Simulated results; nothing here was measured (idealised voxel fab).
Herein follows the process module entitled voxel capacitor over wiring.
FYI the section here is cut, 270 nm wide, cells are 5 nm squares.
Format of a cross-section: grid, square cells. Given as bands. Order: top down. Band: one or more rows of cells.
Quick guide to a band line: top height, bottom height (nm) up front; then every material left to right with its width in nm. Only one material and it's marked "throughout"? Then it fills the band edge to edge. And "empty" just means empty space.
Height 0 is the level under which the wafer as received is all one material. The lowest band goes on downwards, as in "top 0, no bottom".
So if you see something like "30 to 40" for the width, read it as the top row of the band sitting at the first number and the bottom row at the second, with every row in between moving by the same amount as the last.
"all unchanged", as given for a step, is the statement that not any cell of the cross-section underwent a change during that step.
The list in "Internal closed voids" covers empty spaces of 8 cells or more that cannot reach the top through any open way, and it gives each as width x height at distance; the distance is from the left edge, and width, height and distance are in nm.
Whatever follows a step's settings on its line is a remark the simulator itself makes about that step.
The setting "overlay nm" may be written on the line of a step. When the step uses a mask, the value reports how far to the right of the planned place the mask lay, and a negative value reports that it lay to the left.
## This section lists the process steps that were planned
1: RECEIVE: material Si
2: CONFORMAL_DEP: material SiO2, thk nm 15
3: CONFORMAL_DEP: material SiN, thk nm 5
4: DIRECTIONAL_DEP: material SiO2, thk nm 20
5: PATTERN: tone open, mask id METAL_1, material resist, width nm 30, pitch nm 90, thk nm 20, overlay nm 0
6: DIRECTIONAL_ETCH: etch materials SiO2, depth nm 20
7: DIRECTIONAL_ETCH: etch materials SiN, depth nm 5
8: STRIP: etch materials resist
9: CONFORMAL_DEP: material TiN, thk nm 5
10: FILL_DEP: material Ru, thk nm 10
11: CMP: height nm 40
12: EPI: material Ru, thk nm 5
13: FILL_DEP: material SiCN, thk nm 5
14: DIRECTIONAL_DEP: material lowk, thk nm 15
15: DIRECTIONAL_DEP: material aC, thk nm 10
16: PATTERN: tone open, mask id PLUG_1, material resist, width nm 15, thk nm 25, overlay nm 0
17: DIRECTIONAL_ETCH: etch materials aC, depth nm 10
18: STRIP: etch materials resist
19: DIRECTIONAL_ETCH: etch materials lowk, depth nm 15
20: DIRECTIONAL_ETCH: etch materials SiCN, depth nm 5
21: STRIP: etch materials aC
22: CONFORMAL_DEP: material TiN, thk nm 5
23: FILL_DEP: material Cu, thk nm 5
24: CMP: height nm 65
25: DIRECTIONAL_DEP: material TiN, thk nm 5
26: DIRECTIONAL_DEP: material Al2O3, thk nm 5
27: DIRECTIONAL_DEP: material TiN, thk nm 10
28: DIRECTIONAL_DEP: material aC, thk nm 15
29: PATTERN: tone cover, mask id UPPER_PLATE, material resist, width nm 65, thk nm 35, overlay nm 0
30: DIRECTIONAL_ETCH: etch materials aC, depth nm 15
31: STRIP: etch materials resist
32: DIRECTIONAL_ETCH: etch materials TiN, depth nm 10
33: DIRECTIONAL_ETCH: etch materials Al2O3, depth nm 5
34: STRIP: etch materials aC
35: PATTERN: tone cover, mask id LOWER_PLATE, material resist, width nm 75, thk nm 20, overlay nm 0
36: DIRECTIONAL_ETCH: etch materials TiN, depth nm 5
37: STRIP: etch materials resist
38: FILL_DEP: material SiO2, thk nm 15
39: CMP: height nm 95
40: MASKED_ETCH: tone open, mask id PLUG_2, width nm 15, etch materials SiO2, depth nm 10, overlay nm 0
41: CONFORMAL_DEP: material TiN, thk nm 5
42: FILL_DEP: material Cu, thk nm 10
43: CMP: height nm 95
44: CONFORMAL_DEP: material SiCN, thk nm 5
## Incoming wafer in cross-section (state: after step 1)
> top 0, no bottom: Si throughout
> Internal closed voids: none
## The first of the two wafers as seen in cross-section once the module was finished; processing followed the plan
> top 100, bottom 95: SiCN throughout
> top 95, bottom 90: SiO2 100 nm; TiN 5 nm; Cu 5 nm; TiN 5 nm; SiO2 155 nm
> top 90, bottom 85: SiO2 100 nm; TiN 15 nm; SiO2 155 nm
> top 85, bottom 75: SiO2 90 nm; TiN 65 nm; SiO2 115 nm
> top 75, bottom 70: SiO2 90 nm; Al2O3 65 nm; SiO2 115 nm
> top 70, bottom 65: SiO2 85 nm; TiN 75 nm; SiO2 110 nm
> top 65, bottom 50: lowk 90 nm; TiN 5 nm; Cu 5 nm; TiN 5 nm; lowk 165 nm
> top 50, bottom 45: SiCN 90 nm; TiN 15 nm; SiCN 165 nm
> top 45, bottom 40: SiCN 70 nm; Ru 40 nm; SiCN 50 nm; Ru 40 nm; SiCN 70 nm
> top 40, bottom 20: SiO2 75 nm; TiN 5 nm; Ru 20 nm; TiN 5 nm; SiO2 60 nm; TiN 5 nm; Ru 20 nm; TiN 5 nm; SiO2 75 nm
> top 20, bottom 15: SiN 75 nm; TiN 30 nm; SiN 60 nm; TiN 30 nm; SiN 75 nm
> top 15, bottom 0: SiO2 throughout
> top 0, no bottom: Si throughout
> Internal closed voids: none
## Second wafer cross-section at end of module - shared start and plan with the first, one mistake in the run
> top 100, bottom 95: SiCN throughout
> top 95, bottom 90: SiO2 100 nm; TiN 5 nm; Cu 5 nm; TiN 5 nm; SiO2 155 nm
> top 90, bottom 85: SiO2 100 nm; TiN 15 nm; SiO2 155 nm
> top 85, bottom 75: SiO2 90 nm; TiN 65 nm; SiO2 115 nm
> top 75, bottom 70: SiO2 90 nm; Al2O3 65 nm; SiO2 115 nm
> top 70, bottom 65: SiO2 85 nm; TiN 75 nm; SiO2 110 nm
> top 65, bottom 50: lowk 90 nm; TiN 5 nm; Cu 5 nm; TiN 5 nm; lowk 165 nm
> top 50, bottom 45: SiCN 90 nm; TiN 15 nm; SiCN 165 nm
> top 45, bottom 40: Ru 80 nm; SiCN 20 nm; Ru 70 nm; SiCN 20 nm; Ru 80 nm
> top 40, bottom 20: Ru 70 nm; TiN 5 nm; SiO2 30 nm; TiN 5 nm; Ru 50 nm; TiN 5 nm; SiO2 30 nm; TiN 5 nm; Ru 70 nm
> top 20, bottom 15: TiN 75 nm; SiN 30 nm; TiN 60 nm; SiN 30 nm; TiN 75 nm
> top 15, bottom 0: SiO2 throughout
> top 0, no bottom: Si throughout
> Internal closed voids: none
Misprocessing identified: the process deviated at step 5: the operation and settings actually run there were PATTERN: tone cover, mask id METAL_1, material resist, width nm 30, pitch nm 90, thk nm 20, overlay nm 0
Heads up, by the end the second wafer has more or fewer cells of some materials compared to the first: +150 Ru; -30 SiCN; -30 SiN; -120 SiO2; +30 TiN
